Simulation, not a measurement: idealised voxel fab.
process module | voxel quadruple lines
cross-section cut | 140 nm wide | cells 5 nm
A cross-section is a grid of square cells, given in bands from the top down. A band is one or more rows of cells.
Each band's line starts with the height of the band's top and of its bottom, in nm. Then come its materials from left to right, each with its width in nm. One material with "throughout" fills the band from edge to edge. "air" is empty space.
Height 0 is the level under which the wafer as received is all one material. The lowest band goes on downwards, as in "0 down".
A width such as "30 to 40" changes by the same amount from each row of cells to the next, from the band's top row to its bottom row.
"no change" after a step means that no cell of the cross-section changed.
closed voids: empty space of 8 cells or more with no open way to the top, each as width x height at its distance from the left edge, in nm
after a step's settings: what the simulator itself notes on the step
overlay nm, on a step with a mask: how far to the right of its planned place the mask lay; to the left if negative
plan
1 op RECEIVE | material Si
2 op CONFORMAL_DEP | material SiO2 | thk nm 5
3 op DIRECTIONAL_DEP | material TiN | thk nm 10
4 op DIRECTIONAL_DEP | material polySi | thk nm 20
5 op DIRECTIONAL_DEP | material aC | thk nm 20
6 op PATTERN | tone cover | mask id MANDREL | material resist | width nm 20 | pitch nm 60 | thk nm 30 | overlay nm 0
7 op DIRECTIONAL_ETCH | etch materials aC | depth nm 20
8 op STRIP | etch materials resist
9 op CONFORMAL_DEP | material SiO2 | thk nm 10
10 op DIRECTIONAL_ETCH | etch materials SiO2 | depth nm 10
11 op STRIP | etch materials aC
12 op DIRECTIONAL_ETCH | etch materials polySi | depth nm 20
13 op STRIP | etch materials SiO2
14 op CONFORMAL_DEP | material SiCN | thk nm 5
15 op DIRECTIONAL_ETCH | etch materials SiCN | depth nm 5
16 op STRIP | etch materials polySi
17 op DIRECTIONAL_ETCH | etch materials TiN | depth nm 10
18 op STRIP | etch materials SiCN
19 op FILL_DEP | material lowk | thk nm 10
20 op CMP | height nm 15
as received, after step 1
  0 down: Si throughout
  closed voids: none
first wafer at the end, as planned
  15 to 5: lowk 15 | TiN 5 | lowk 10 | TiN 5 | lowk 10 | TiN 5 | lowk 10 | TiN 5 | lowk 10 | TiN 5 | lowk 10 | TiN 5 | lowk 10 | TiN 5 | lowk 10 | TiN 5 | lowk 15
  5 to 0: SiO2 throughout
  0 down: Si throughout
  closed voids: none
second wafer at the end: like start, like plan, one mistake
  15 to 5: SiCN 15 | TiN 5 | SiCN 10 | TiN 5 | SiCN 10 | TiN 5 | SiCN 10 | TiN 5 | SiCN 10 | TiN 5 | SiCN 10 | TiN 5 | SiCN 10 | TiN 5 | SiCN 10 | TiN 5 | SiCN 15
  5 to 0: SiO2 throughout
  0 down: Si throughout
  closed voids: none
what went wrong: step 19 ran as: op FILL_DEP | material SiCN | thk nm 10
at the end the second wafer has, in cells: 40 more of SiCN | 40 fewer of lowk
